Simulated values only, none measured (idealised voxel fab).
process module | voxel double patterning
cross-section cut | 200 nm wide | cells 5 nm
A cross-section is a grid of square cells, given in bands from the top down. A band is one or more rows of cells.
Each band's line starts with the height of the band's top and of its bottom, in nm. Then come its materials from left to right, each with its width in nm. One material with "throughout" fills the band from edge to edge. "air" is empty space.
Height 0 is the level under which the wafer as received is all one material. The lowest band goes on downwards, as in "0 down".
A width such as "30 to 40" changes by the same amount from each row of cells to the next, from the band's top row to its bottom row.
"no change" after a step means that no cell of the cross-section changed.
closed voids: empty space of 8 cells or more with no open way to the top, each as width x height at its distance from the left edge, in nm
after a step's settings: what the simulator itself notes on the step
overlay nm, on a step with a mask: how far to the right of its planned place the mask lay; to the left if negative
plan
1 op RECEIVE | material Si
2 op CONFORMAL_DEP | material SiO2 | thk nm 10
3 op DIRECTIONAL_DEP | material W | thk nm 20
4 op DIRECTIONAL_DEP | material SiN | thk nm 5
5 op PATTERN | tone open | mask id FIRST | material resist | width nm 15 | pitch nm 50 | thk nm 20 | overlay nm 0
6 op DIRECTIONAL_ETCH | etch materials SiN | depth nm 5
7 op STRIP | etch materials resist
8 op PATTERN | tone open | mask id SECOND | material resist | width nm 15 | pitch nm 50 | thk nm 15 | overlay nm 0
9 op DIRECTIONAL_ETCH | etch materials SiN | depth nm 5
10 op STRIP | etch materials resist
11 op DIRECTIONAL_ETCH | etch materials W | depth nm 20
12 op STRIP | etch materials SiN
first wafer, as planned
as received, after step 1
  0 down: Si throughout
  closed voids: none
after step 2
  10 to 0: SiO2 throughout
  below 0: unchanged
after step 3
  30 to 10: W throughout
  below 10: unchanged
after step 4
  35 to 30: SiN throughout
  below 30: unchanged
after step 5
  55 to 35: resist 40 | air 15 | resist 35 | air 15 | resist 35 | air 15 | resist 45
  below 35: unchanged
after step 6
  55 to 35: resist 40 | air 15 | resist 35 | air 15 | resist 35 | air 15 | resist 45
  35 to 30: SiN 40 | air 15 | SiN 35 | air 15 | SiN 35 | air 15 | SiN 45
  below 30: unchanged
after step 7
  35 to 30: SiN 40 | air 15 | SiN 35 | air 15 | SiN 35 | air 15 | SiN 45
  below 30: unchanged
after step 8
  50 to 35: resist 65 | air 15 | resist 35 | air 15 | resist 70
  35 to 30: SiN 40 | resist 15 | SiN 35 | resist 15 | SiN 35 | resist 15 | SiN 45
  below 30: unchanged
after step 9
  50 to 35: resist 65 | air 15 | resist 35 | air 15 | resist 70
  35 to 30: SiN 40 | resist 15 | SiN 10 | air 15 | SiN 10 | resist 15 | SiN 10 | air 15 | SiN 10 | resist 15 | SiN 45
  below 30: unchanged
after step 10
  35 to 30: SiN 40 | air 15 | SiN 10 | air 15 | SiN 10 | air 15 | SiN 10 | air 15 | SiN 10 | air 15 | SiN 45
  below 30: unchanged
after step 11
  35 to 30: SiN 40 | air 15 | SiN 10 | air 15 | SiN 10 | air 15 | SiN 10 | air 15 | SiN 10 | air 15 | SiN 45
  30 to 10: W 40 | air 15 | W 10 | air 15 | W 10 | air 15 | W 10 | air 15 | W 10 | air 15 | W 45
  below 10: unchanged
after step 12
  30 to 10: W 40 | air 15 | W 10 | air 15 | W 10 | air 15 | W 10 | air 15 | W 10 | air 15 | W 45
  below 10: unchanged
second wafer: like start, like plan, one mistake. Through step 1 it matches the first wafer
when step 2 should have ended
  20 to 0: W throughout
  below 0: unchanged
when step 3 should have ended
  30 to 20: SiO2 throughout
  below 20: unchanged
when step 4 should have ended
  35 to 30: SiN throughout
  below 30: unchanged
when step 5 should have ended
  55 to 35: resist 40 | air 15 | resist 35 | air 15 | resist 35 | air 15 | resist 45
  below 35: unchanged
when step 6 should have ended
  55 to 35: resist 40 | air 15 | resist 35 | air 15 | resist 35 | air 15 | resist 45
  35 to 30: SiN 40 | air 15 | SiN 35 | air 15 | SiN 35 | air 15 | SiN 45
  below 30: unchanged
when step 7 should have ended
  35 to 30: SiN 40 | air 15 | SiN 35 | air 15 | SiN 35 | air 15 | SiN 45
  below 30: unchanged
when step 8 should have ended
  50 to 35: resist 65 | air 15 | resist 35 | air 15 | resist 70
  35 to 30: SiN 40 | resist 15 | SiN 35 | resist 15 | SiN 35 | resist 15 | SiN 45
  below 30: unchanged
when step 9 should have ended
  50 to 35: resist 65 | air 15 | resist 35 | air 15 | resist 70
  35 to 30: SiN 40 | resist 15 | SiN 10 | air 15 | SiN 10 | resist 15 | SiN 10 | air 15 | SiN 10 | resist 15 | SiN 45
  below 30: unchanged
when step 10 should have ended
  35 to 30: SiN 40 | air 15 | SiN 10 | air 15 | SiN 10 | air 15 | SiN 10 | air 15 | SiN 10 | air 15 | SiN 45
  below 30: unchanged
when step 11 should have ended: no change
when step 12 should have ended
  30 to 20: SiO2 throughout
  below 20: unchanged
what went wrong: steps 2 and 3 were swapped
at the end the second wafer has, in cells: 60 more of W
